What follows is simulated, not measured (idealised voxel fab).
Herein follows the process module entitled voxel local oxidation.
Square cells of 5 nm make up the cross-section cut, whose width is 205 nm.
Reading order for cross-sections: top band down to bottom band. Underlying form: a grid of square cells. Band size: one or more rows of cells.
This entry defines a band. It first specifies the height of the band's top and the height of its bottom in nm, and then specifies the band's materials from left to right, stating each material with its width in nm. The word "full width" identifies a single material that fills the band from edge to edge, while the word "blank" identifies empty space.
Height datum 0, below which the as-received substrate wafer is one material. Lowest band open at the bottom, running downward: "0 -> down".
A width such as "30->40" changes by the same amount from each row of cells to the next, from the band's top row to its bottom row.
Given "nothing different" for a step, no cell of the cross-section differs between before and after that step.
Voids, sealed: empty space of 8 cells or more with no open way to the top, each as width x height at its distance from the left edge, in nm
Note: text after step settings on the step line = simulator remark on that step.
A step's line can hold "overlay nm"; with a mask on that step, the setting says how far right of the planned place the mask lay, while a negative setting says it lay to the left.

**This section lists the process steps that were planned**
1) RECEIVE: material Si
2) OXIDIZE: depth nm 5
3) CONFORMAL_DEP: material SiN, thk nm 15
4) DIRECTIONAL_DEP: material aC, thk nm 15
5) PATTERN: tone cover, mask id ACTIVE, material resist, width nm 130, thk nm 35, overlay nm 0
6) DIRECTIONAL_ETCH: etch materials aC, depth nm 15
7) STRIP: etch materials resist
8) DIRECTIONAL_ETCH: etch materials SiN, depth nm 15
9) STRIP: etch materials aC
10) SELECTIVE_ETCH: etch materials SiO2, depth nm 5
11) OXIDIZE: depth nm 15
12) STRIP: etch materials SiN

**The first of a set of two wafers, run to plan**

**Wafer as received: cross-section following step 1**
0 -> down  Si full width
Voids, sealed: none

**After step 2, in cross-section**
0 -> -5  SiO2 full width
Unchanged below -5.

**After step 3, in cross-section**
15 -> 0  SiN full width
Unchanged below 0.

**After step 4, in cross-section**
30 -> 15  aC full width
Unchanged below 15.

**After step 5, in cross-section**
65 -> 30  blank 35 | resist 130 | blank 40
Unchanged below 30.

**After step 6, in cross-section**
50 -> 30  blank 35 | resist 130 | blank 40
30 -> 15  blank 35 | aC 130 | blank 40
Unchanged below 15.

**After step 7, in cross-section**
30 -> 15  blank 35 | aC 130 | blank 40
Unchanged below 15.

**After step 8, in cross-section**
30 -> 15  blank 35 | aC 130 | blank 40
15 -> 0  blank 35 | SiN 130 | blank 40
Unchanged below 0.

**After step 9, in cross-section**
15 -> 0  blank 35 | SiN 130 | blank 40
Unchanged below 0.

**After step 10, in cross-section**
15 -> 0  blank 35 | SiN 130 | blank 40
0 -> -5  blank 40 | SiO2 120 | blank 45
Unchanged below -5.

**After step 11, in cross-section**
15 -> 0  blank 35 | SiN 130 | blank 40
0 -> -5  blank 40 | SiO2 120 | blank 45
-5 -> -20  SiO2 55 | Si 90 | SiO2 60
Unchanged below -20.

**After step 12, in cross-section**
0 -> -5  blank 40 | SiO2 120 | blank 45
Unchanged below -5.

**second wafer: like start, like plan, one mistake. Through step 10 it matches the first wafer**

**What the second wafer looks like in cross-section when step 11 should have wrapped up**
15 -> 0  blank 35 | SiN 130 | blank 40
0 -> -5  blank 40 | SiO2 120 | blank 45
-5 -> -20  SiO2 55 | Si 90 | SiO2 60
Unchanged below -20.

**What the second wafer looks like in cross-section when step 12 should have wrapped up**
0 -> -5  blank 40 | SiO2 120 | blank 45
Unchanged below -5.
Heads up, the wafer didn't run the way we planned it: twice, step 11 of the plan was run
Honestly, by the end the two wafers have the same cross-section, so the mistake just doesn't show up in what this model computes.
